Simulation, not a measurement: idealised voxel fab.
process module | voxel self aligned vias
cross-section cut | 225 nm wide | cells 5 nm
A cross-section is a grid of square cells, given in bands from the top down. A band is one or more rows of cells.
Each band's line starts with the height of the band's top and of its bottom, in nm. Then come its materials from left to right, each with its width in nm. One material with "throughout" fills the band from edge to edge. "air" is empty space.
Height 0 is the level under which the wafer as received is all one material. The lowest band goes on downwards, as in "0 down".
A width such as "30 to 40" changes by the same amount from each row of cells to the next, from the band's top row to its bottom row.
"no change" after a step means that no cell of the cross-section changed.
closed voids: empty space of 8 cells or more with no open way to the top, each as width x height at its distance from the left edge, in nm
after a step's settings: what the simulator itself notes on the step
overlay nm, on a step with a mask: how far to the right of its planned place the mask lay; to the left if negative
plan
1 op RECEIVE | material Si
2 op CONFORMAL_DEP | material SiO2 | thk nm 10
3 op CONFORMAL_DEP | material SiCN | thk nm 5
4 op DIRECTIONAL_DEP | material lowk | thk nm 20
5 op MASKED_ETCH | tone open | mask id LINES | width nm 30 | pitch nm 55 | etch materials lowk | depth nm 20 | overlay nm 0
6 op CONFORMAL_DEP | material TiN | thk nm 5
7 op FILL_DEP | material Ru | thk nm 10
8 op CMP | height nm 35
9 op SELECTIVE_ETCH | etch materials W Ru TiN | depth nm 5
10 op FILL_DEP | material SiN | thk nm 5
11 op CMP | height nm 35
12 op DIRECTIONAL_DEP | material lowk | thk nm 15
13 op DIRECTIONAL_DEP | material aC | thk nm 10
14 op PATTERN | tone open | mask id VIAS | material resist | width nm 40 | pitch nm 55 | thk nm 30 | overlay nm 0
15 op DIRECTIONAL_ETCH | etch materials aC | depth nm 10
16 op STRIP | etch materials resist
17 op DIRECTIONAL_ETCH | etch materials lowk | depth nm 15
18 op DIRECTIONAL_ETCH | etch materials SiN | depth nm 5
19 op STRIP | etch materials aC
20 op CONFORMAL_DEP | material TiN | thk nm 5
21 op FILL_DEP | material Ru | thk nm 10
22 op CMP | height nm 50
23 op CONFORMAL_DEP | material SiN | thk nm 5
as received, after step 1
  0 down: Si throughout
  closed voids: none
first wafer at the end, as planned
  55 to 50: SiN throughout
  50 to 40: lowk 35 | TiN 5 | Ru 30 | TiN 5 | lowk 15 | TiN 5 | Ru 30 | TiN 5 | lowk 15 | TiN 5 | Ru 30 | TiN 5 | lowk 40
  40 to 35: lowk 35 | TiN 10 | Ru 20 | TiN 10 | lowk 15 | TiN 10 | Ru 20 | TiN 10 | lowk 15 | TiN 10 | Ru 20 | TiN 10 | lowk 40
  35 to 30: lowk 40 | TiN 30 | lowk 25 | TiN 30 | lowk 25 | TiN 30 | lowk 45
  30 to 20: lowk 40 | TiN 5 | Ru 20 | TiN 5 | lowk 25 | TiN 5 | Ru 20 | TiN 5 | lowk 25 | TiN 5 | Ru 20 | TiN 5 | lowk 45
  20 to 15: lowk 40 | TiN 30 | lowk 25 | TiN 30 | lowk 25 | TiN 30 | lowk 45
  15 to 10: SiCN throughout
  10 to 0: SiO2 throughout
  0 down: Si throughout
  closed voids: none
second wafer at the end: like start, like plan, one mistake
  55 to 50: SiN throughout
  50 to 40: lowk 35 | TiN 5 | Ru 30 | TiN 5 | lowk 15 | TiN 5 | Ru 30 | TiN 5 | lowk 15 | TiN 5 | Ru 30 | TiN 5 | lowk 40
  40 to 35: lowk 35 | TiN 10 | Ru 20 | TiN 10 | lowk 15 | TiN 10 | Ru 20 | TiN 10 | lowk 15 | TiN 10 | Ru 20 | TiN 10 | lowk 40
  35 to 30: lowk 40 | TiN 30 | lowk 25 | TiN 30 | lowk 25 | TiN 30 | lowk 45
  30 to 20: lowk 40 | TiN 5 | Ru 20 | TiN 5 | lowk 25 | TiN 5 | Ru 20 | TiN 5 | lowk 25 | TiN 5 | Ru 20 | TiN 5 | lowk 45
  20 to 15: lowk 40 | TiN 30 | lowk 25 | TiN 30 | lowk 25 | TiN 30 | lowk 45
  15 to 5: SiO2 throughout
  5 to 0: SiCN throughout
  0 down: Si throughout
  closed voids: none
what went wrong: steps 2 and 3 were swapped
at the end the second wafer has, in cells: as many of each material as the first, in other places
